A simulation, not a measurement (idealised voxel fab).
process module | voxel self aligned vias
cross-section cut | 275 nm wide | cells 5 nm
A cross-section is a grid of square cells, given in bands from the top down. A band is one or more rows of cells.
Each band's line starts with the height of the band's top and of its bottom, in nm. Then come its materials from left to right, each with its width in nm. One material with "throughout" fills the band from edge to edge. "air" is empty space.
Height 0 is the level under which the wafer as received is all one material. The lowest band goes on downwards, as in "0 down".
A width such as "30 to 40" changes by the same amount from each row of cells to the next, from the band's top row to its bottom row.
"no change" after a step means that no cell of the cross-section changed.
closed voids: empty space of 8 cells or more with no open way to the top, each as width x height at its distance from the left edge, in nm
after a step's settings: what the simulator itself notes on the step
overlay nm, on a step with a mask: how far to the right of its planned place the mask lay; to the left if negative
plan
1 op RECEIVE | material Si
2 op CONFORMAL_DEP | material SiO2 | thk nm 15
3 op CONFORMAL_DEP | material SiCN | thk nm 5
4 op DIRECTIONAL_DEP | material lowk | thk nm 30
5 op DIRECTIONAL_DEP | material aC | thk nm 15
6 op PATTERN | tone open | mask id LINES | material resist | width nm 20 | pitch nm 60 | thk nm 35 | overlay nm 0
7 op DIRECTIONAL_ETCH | etch materials aC | depth nm 15
8 op STRIP | etch materials resist
9 op DIRECTIONAL_ETCH | etch materials lowk | depth nm 30
10 op STRIP | etch materials aC
11 op CONFORMAL_DEP | material TiN | thk nm 5
12 op FILL_DEP | material W | thk nm 10
13 op CMP | height nm 50
14 op SELECTIVE_ETCH | etch materials W Ru TiN | depth nm 5
15 op FILL_DEP | material SiN | thk nm 5
16 op CMP | height nm 50
17 op DIRECTIONAL_DEP | material lowk | thk nm 20
18 op MASKED_ETCH | tone open | mask id VIAS | width nm 30 | pitch nm 60 | etch materials lowk | depth nm 20 | overlay nm 0
19 op MASKED_ETCH | tone open | mask id VIAS | width nm 30 | pitch nm 60 | etch materials SiN | depth nm 5 | overlay nm 0
20 op CONFORMAL_DEP | material TiN | thk nm 5
21 op FILL_DEP | material Cu | thk nm 10
22 op CMP | height nm 70
23 op CONFORMAL_DEP | material SiN | thk nm 5
varied across the wafers: depth nm of step 14. The plan shows the first wafer's value. All wafers start alike
first wafer as received, after step 1
  0 down: Si throughout
  closed voids: none
first wafer at the end, after step 23
  75 to 70: SiN throughout
  70 to 55: lowk 60 | TiN 5 | Cu 20 | TiN 5 | lowk 30 | TiN 5 | Cu 20 | TiN 5 | lowk 30 | TiN 5 | Cu 20 | TiN 5 | lowk 65
  55 to 50: lowk 60 | TiN 10 | Cu 10 | TiN 10 | lowk 30 | TiN 10 | Cu 10 | TiN 10 | lowk 30 | TiN 10 | Cu 10 | TiN 10 | lowk 65
  50 to 45: lowk 65 | TiN 20 | lowk 40 | TiN 20 | lowk 40 | TiN 20 | lowk 70
  45 to 25: lowk 65 | TiN 5 | W 10 | TiN 5 | lowk 40 | TiN 5 | W 10 | TiN 5 | lowk 40 | TiN 5 | W 10 | TiN 5 | lowk 70
  25 to 20: lowk 65 | TiN 20 | lowk 40 | TiN 20 | lowk 40 | TiN 20 | lowk 70
  20 to 15: SiCN throughout
  15 to 0: SiO2 throughout
  0 down: Si throughout
  closed voids: none
last wafer at the end
  75 to 70: SiN throughout
  70 to 55: lowk 60 | TiN 5 | Cu 20 | TiN 5 | lowk 30 | TiN 5 | Cu 20 | TiN 5 | lowk 30 | TiN 5 | Cu 20 | TiN 5 | lowk 65
  55 to 50: lowk 60 | TiN 10 | Cu 10 | TiN 10 | lowk 30 | TiN 10 | Cu 10 | TiN 10 | lowk 30 | TiN 10 | Cu 10 | TiN 10 | lowk 65
  50 to 45: lowk 65 | TiN 20 | lowk 40 | TiN 20 | lowk 40 | TiN 20 | lowk 70
  45 to 30: lowk 65 | SiN 20 | lowk 40 | SiN 20 | lowk 40 | SiN 20 | lowk 70
  30 to 25: lowk 65 | TiN 5 | W 10 | TiN 5 | lowk 40 | TiN 5 | W 10 | TiN 5 | lowk 40 | TiN 5 | W 10 | TiN 5 | lowk 70
  25 to 20: lowk 65 | TiN 20 | lowk 40 | TiN 20 | lowk 40 | TiN 20 | lowk 70
  20 to 15: SiCN throughout
  15 to 0: SiO2 throughout
  0 down: Si throughout
  closed voids: none
each wafer at the end: cells of each material gained (+) or lost (-) since it was received, then its closed voids
depth nm 5 | +42 Cu | +55 SiCN | +55 SiN | +165 SiO2 | +78 TiN | +24 W | +406 lowk | closed voids: none
depth nm 10 | +42 Cu | +55 SiCN | +67 SiN | +165 SiO2 | +72 TiN | +18 W | +406 lowk | closed voids: none
depth nm 15 | +42 Cu | +55 SiCN | +79 SiN | +165 SiO2 | +66 TiN | +12 W | +406 lowk | closed voids: none
depth nm 20 | +42 Cu | +55 SiCN | +91 SiN | +165 SiO2 | +60 TiN | +6 W | +406 lowk | closed voids: none
